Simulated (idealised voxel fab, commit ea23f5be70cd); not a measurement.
Herein follows the process module entitled voxel self aligned vias.
215 nm wide, 5 nm square cells: that's cross-section cut.
Cross-section format: a grid of square cells, given as bands from top to bottom; each band is one or more rows of cells.
This entry defines a band. It first specifies the height of the band's top and the height of its bottom in nm, and then specifies the band's materials from left to right, stating each material with its width in nm. The word "all across" identifies a single material that fills the band from edge to edge, while the word "air" identifies empty space.
The level at which height equals 0 is the one under which the wafer, as it arrives, is entirely one material. No lower edge exists for the bottom band, which continues downward and is notated as in "0 -> down".
When a width is written as two numbers, as in "30 to 40", the first number is the width in the top row of cells of the band and the second is the width in its bottom row, and the width changes by the same amount from each row to the next.
Where the words "no alteration" appear for a step, the cross-section shows no cell changed by that step; every cell remained as before.
In "Sealed void listing" the enclosed voids are listed, meaning empty spaces of 8 cells or larger without any opening to the top. The form is width x height at distance, distance from the left edge, units nm.
On a step's line, text after the settings is the simulator commenting on that step.
The "overlay nm" setting may appear on a step's line; for a step that uses a mask, it gives how far to the right of its planned position the mask lay, and a negative value indicates the left.
### So here's the lineup of process steps we planned
1: RECEIVE [material Si]
2: CONFORMAL_DEP [material SiO2] [thk nm 10]
3: CONFORMAL_DEP [material SiCN] [thk nm 5]
4: DIRECTIONAL_DEP [material lowk] [thk nm 25]
5: PATTERN [tone open] [mask id LINES] [material resist] [width nm 25] [pitch nm 55] [thk nm 20] [overlay nm 0]
6: DIRECTIONAL_ETCH [etch materials lowk] [depth nm 25]
7: STRIP [etch materials resist]
8: CONFORMAL_DEP [material TiN] [thk nm 5]
9: FILL_DEP [material W] [thk nm 10]
10: CMP [height nm 40]
11: SELECTIVE_ETCH [etch materials W Ru TiN] [depth nm 5]
12: FILL_DEP [material SiN] [thk nm 5]
13: CMP [height nm 40]
14: DIRECTIONAL_DEP [material lowk] [thk nm 20]
15: MASKED_ETCH [tone open] [mask id VIAS] [width nm 35] [pitch nm 110] [etch materials lowk] [depth nm 20] [overlay nm 0]
16: MASKED_ETCH [tone open] [mask id VIAS] [width nm 35] [pitch nm 110] [etch materials SiN] [depth nm 5] [overlay nm 0]
17: CONFORMAL_DEP [material TiN] [thk nm 5]
18: FILL_DEP [material W] [thk nm 10]
19: CMP [height nm 60]
20: CONFORMAL_DEP [material SiN] [thk nm 5]
### On the first of the two wafers: run conducted according to plan
### Wafer cross-section on receipt, i.e. after step 1
> 0 -> down  Si all across
> Sealed void listing: none
### So this is the wafer cross-section right after step 2
> 10 -> 0  SiO2 all across
> Everything under 0 stays put, no change at all.
### So this is the wafer cross-section right after step 3
> 15 -> 10  SiCN all across
> Everything under 10 stays put, no change at all.
### So this is the wafer cross-section right after step 4
> 40 -> 15  lowk all across
> Everything under 15 stays put, no change at all.
### So this is the wafer cross-section right after step 5
> 60 -> 40  resist 40, air 25, resist 30, air 25, resist 30, air 25, resist 40
> Everything under 40 stays put, no change at all.
### So this is the wafer cross-section right after step 6
> 60 -> 40  resist 40, air 25, resist 30, air 25, resist 30, air 25, resist 40
> 40 -> 15  lowk 40, air 25, lowk 30, air 25, lowk 30, air 25, lowk 40
> Everything under 15 stays put, no change at all.
### So this is the wafer cross-section right after step 7
> 40 -> 15  lowk 40, air 25, lowk 30, air 25, lowk 30, air 25, lowk 40
> Everything under 15 stays put, no change at all.
### So this is the wafer cross-section right after step 8
> 45 -> 40  TiN 45, air 15, TiN 40, air 15, TiN 40, air 15, TiN 45
> 40 -> 20  lowk 40, TiN 5, air 15, TiN 5, lowk 30, TiN 5, air 15, TiN 5, lowk 30, TiN 5, air 15, TiN 5, lowk 40
> 20 -> 15  lowk 40, TiN 25, lowk 30, TiN 25, lowk 30, TiN 25, lowk 40
> Everything under 15 stays put, no change at all.
### So this is the wafer cross-section right after step 9
> 55 -> 45  W all across
> 45 -> 40  TiN 45, W 15, TiN 40, W 15, TiN 40, W 15, TiN 45
> 40 -> 20  lowk 40, TiN 5, W 15, TiN 5, lowk 30, TiN 5, W 15, TiN 5, lowk 30, TiN 5, W 15, TiN 5, lowk 40
> Everything under 20 stays put, no change at all.
### So this is the wafer cross-section right after step 10
> 40 -> 20  lowk 40, TiN 5, W 15, TiN 5, lowk 30, TiN 5, W 15, TiN 5, lowk 30, TiN 5, W 15, TiN 5, lowk 40
> Everything under 20 stays put, no change at all.
### So this is the wafer cross-section right after step 11
> 40 -> 35  lowk 40, air 25, lowk 30, air 25, lowk 30, air 25, lowk 40
> Everything under 35 stays put, no change at all.
### So this is the wafer cross-section right after step 12
> 45 -> 40  SiN all across
> 40 -> 35  lowk 40, SiN 25, lowk 30, SiN 25, lowk 30, SiN 25, lowk 40
> Everything under 35 stays put, no change at all.
### So this is the wafer cross-section right after step 13
> 40 -> 35  lowk 40, SiN 25, lowk 30, SiN 25, lowk 30, SiN 25, lowk 40
> Everything under 35 stays put, no change at all.
### So this is the wafer cross-section right after step 14
> 60 -> 40  lowk all across
> Everything under 40 stays put, no change at all.
### So this is the wafer cross-section right after step 15
> 60 -> 40  lowk 35, air 35, lowk 75, air 35, lowk 35
> Everything under 40 stays put, no change at all.
### So this is the wafer cross-section right after step 16
> 60 -> 40  lowk 35, air 35, lowk 75, air 35, lowk 35
> 40 -> 35  lowk 40, air 25, lowk 30, SiN 25, lowk 30, air 25, lowk 40
> Everything under 35 stays put, no change at all.
### So this is the wafer cross-section right after step 17
> 65 -> 60  TiN 40, air 25, TiN 85, air 25, TiN 40
> 60 -> 45  lowk 35, TiN 5, air 25, TiN 5, lowk 75, TiN 5, air 25, TiN 5, lowk 35
> 45 -> 40  lowk 35, TiN 10, air 15, TiN 10, lowk 75, TiN 10, air 15, TiN 10, lowk 35
> 40 -> 35  lowk 40, TiN 25, lowk 30, SiN 25, lowk 30, TiN 25, lowk 40
> Everything under 35 stays put, no change at all.
### So this is the wafer cross-section right after step 18
> 75 -> 65  W all across
> 65 -> 60  TiN 40, W 25, TiN 85, W 25, TiN 40
> 60 -> 45  lowk 35, TiN 5, W 25, TiN 5, lowk 75, TiN 5, W 25, TiN 5, lowk 35
> 45 -> 40  lowk 35, TiN 10, W 15, TiN 10, lowk 75, TiN 10, W 15, TiN 10, lowk 35
> Everything under 40 stays put, no change at all.
### So this is the wafer cross-section right after step 19
> 60 -> 45  lowk 35, TiN 5, W 25, TiN 5, lowk 75, TiN 5, W 25, TiN 5, lowk 35
> Everything under 45 stays put, no change at all.
### So this is the wafer cross-section right after step 20
> 65 -> 60  SiN all across
> Everything under 60 stays put, no change at all.
### Second of two: same start, same plan, one run error; steps up to and including 14 match the first
### Second wafer cross-section, taken as of the time the plan sets for step 15 to be done
> 60 -> 40  lowk 35, air 35, lowk 75, air 35, lowk 35
> 40 -> 35  lowk 35, air 5, SiN 25, air 5, lowk 25, SiN 25, lowk 25, air 5, SiN 25, air 5, lowk 35
> 35 -> 20  lowk 35, air 5, TiN 5, W 15, TiN 5, air 5, lowk 25, TiN 5, W 15, TiN 5, lowk 25, air 5, TiN 5, W 15, TiN 5, air 5, lowk 35
> Everything under 20 stays put, no change at all.
### Second wafer cross-section, taken as of the time the plan sets for step 16 to be done
> 60 -> 40  lowk 35, air 35, lowk 75, air 35, lowk 35
> 40 -> 35  lowk 35, air 35, lowk 25, SiN 25, lowk 25, air 35, lowk 35
> Everything under 35 stays put, no change at all.
### Second wafer cross-section, taken as of the time the plan sets for step 17 to be done
> 65 -> 60  TiN 40, air 25, TiN 85, air 25, TiN 40
> 60 -> 40  lowk 35, TiN 5, air 25, TiN 5, lowk 75, TiN 5, air 25, TiN 5, lowk 35
> 40 -> 35  lowk 35, TiN 35, lowk 25, SiN 25, lowk 25, TiN 35, lowk 35
> 35 -> 20  lowk 35, TiN 10, W 15, TiN 10, lowk 25, TiN 5, W 15, TiN 5, lowk 25, TiN 10, W 15, TiN 10, lowk 35
> Everything under 20 stays put, no change at all.
### Second wafer cross-section, taken as of the time the plan sets for step 18 to be done
> 75 -> 65  W all across
> 65 -> 60  TiN 40, W 25, TiN 85, W 25, TiN 40
> 60 -> 40  lowk 35, TiN 5, W 25, TiN 5, lowk 75, TiN 5, W 25, TiN 5, lowk 35
> Everything under 40 stays put, no change at all.
### Second wafer cross-section, taken as of the time the plan sets for step 19 to be done
> 60 -> 40  lowk 35, TiN 5, W 25, TiN 5, lowk 75, TiN 5, W 25, TiN 5, lowk 35
> Everything under 40 stays put, no change at all.
### Second wafer cross-section, taken as of the time the plan sets for step 20 to be done
> 65 -> 60  SiN all across
> Everything under 60 stays put, no change at all.
What was the processing mistake? plan step 15 was twice executed
Cell-count delta at end, second wafer over first, by material: TiN +12 | W +4 | lowk -16
